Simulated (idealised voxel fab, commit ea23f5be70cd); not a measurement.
The document below concerns the process module designated voxel ribs on slabs.
Cross-section cut spans 290 nm and uses square cells 5 nm in size.
Cross-section spec: square-cell grid; bands listed top down; each band is one or more rows.
Per band: top height and bottom height in nm, followed by the left-to-right materials and their widths in nm; "all across" marks a single material spanning edge to edge, "air" marks empty space.
The level at which height equals 0 is the one under which the wafer, as it arrives, is entirely one material. No lower edge exists for the bottom band, which continues downward and is notated as in "0 nm and below".
Read "30->40" as a graded width: first number on top, second number at the bottom, same change between each pair of neighbouring rows.
Given "stayed the same" for a step, no cell of the cross-section differs between before and after that step.
Reported under the label "Closed void entries" are the empty spaces having no open way to the top and comprising 8 cells or more; the notation for each is width x height at distance, in which the distance is measured from the left edge and all three values are in nm.
If you see something after the settings on a step's line, that's the simulator's own remark about that step.
overlay nm: how far to the right of its planned place the mask lay on this masked step (negative: to the left).
Steps in the process plan
| 1 | RECEIVE | material Si |
| 2 | DIRECTIONAL_DEP | material SiO2 | thk nm 30 |
| 3 | DIRECTIONAL_DEP | material polySi | thk nm 20 |
| 4 | DIRECTIONAL_DEP | material aC | thk nm 15 |
| 5 | PATTERN | tone cover | mask id RIB | material resist | width nm 25 | thk nm 30 | overlay nm 0 |
| 6 | DIRECTIONAL_ETCH | etch materials aC | depth nm 15 |
| 7 | STRIP | etch materials resist |
| 8 | DIRECTIONAL_ETCH | etch materials polySi | depth nm 10 |
| 9 | STRIP | etch materials aC |
| 10 | MASKED_ETCH | tone cover | mask id SLAB | width nm 65 | etch materials polySi | depth nm 10 | overlay nm 0 |
| 11 | FILL_DEP | material SiO2 | thk nm 30 |
| 12 | CMP | height nm 70 |
| 13 | DIRECTIONAL_DEP | material W | thk nm 10 |
| 14 | DIRECTIONAL_DEP | material aC | thk nm 15 |
| 15 | PATTERN | tone cover | mask id HEATER | material resist | width nm 35 | thk nm 35 | overlay nm 0 |
| 16 | DIRECTIONAL_ETCH | etch materials aC | depth nm 15 |
| 17 | STRIP | etch materials resist |
| 18 | DIRECTIONAL_ETCH | etch materials W | depth nm 10 |
| 19 | STRIP | etch materials aC |
| 20 | CONFORMAL_DEP | material SiO2 | thk nm 10 |
Here's what the wafer looked like in cross-section when it arrived - that's after step 1
0 nm and below | Si all across
Closed void entries: none
The cross-section shown corresponds to the wafer at the conclusion of the module. The initial structure and the process plan are those presented above; however, one mistake occurred in executing the plan
80 nm to 70 nm | air 125 nm  W 35 nm  air 130 nm
70 nm to 50 nm | SiO2 all across
50 nm to 40 nm | SiO2 130 nm  polySi 25 nm  SiO2 135 nm
40 nm to 30 nm | SiO2 110 nm  polySi 65 nm  SiO2 115 nm
30 nm to 0 nm | SiO2 all across
0 nm and below | Si all across
Closed void entries: none
Run error: yeah, step 20 of the plan got skipped, never ran
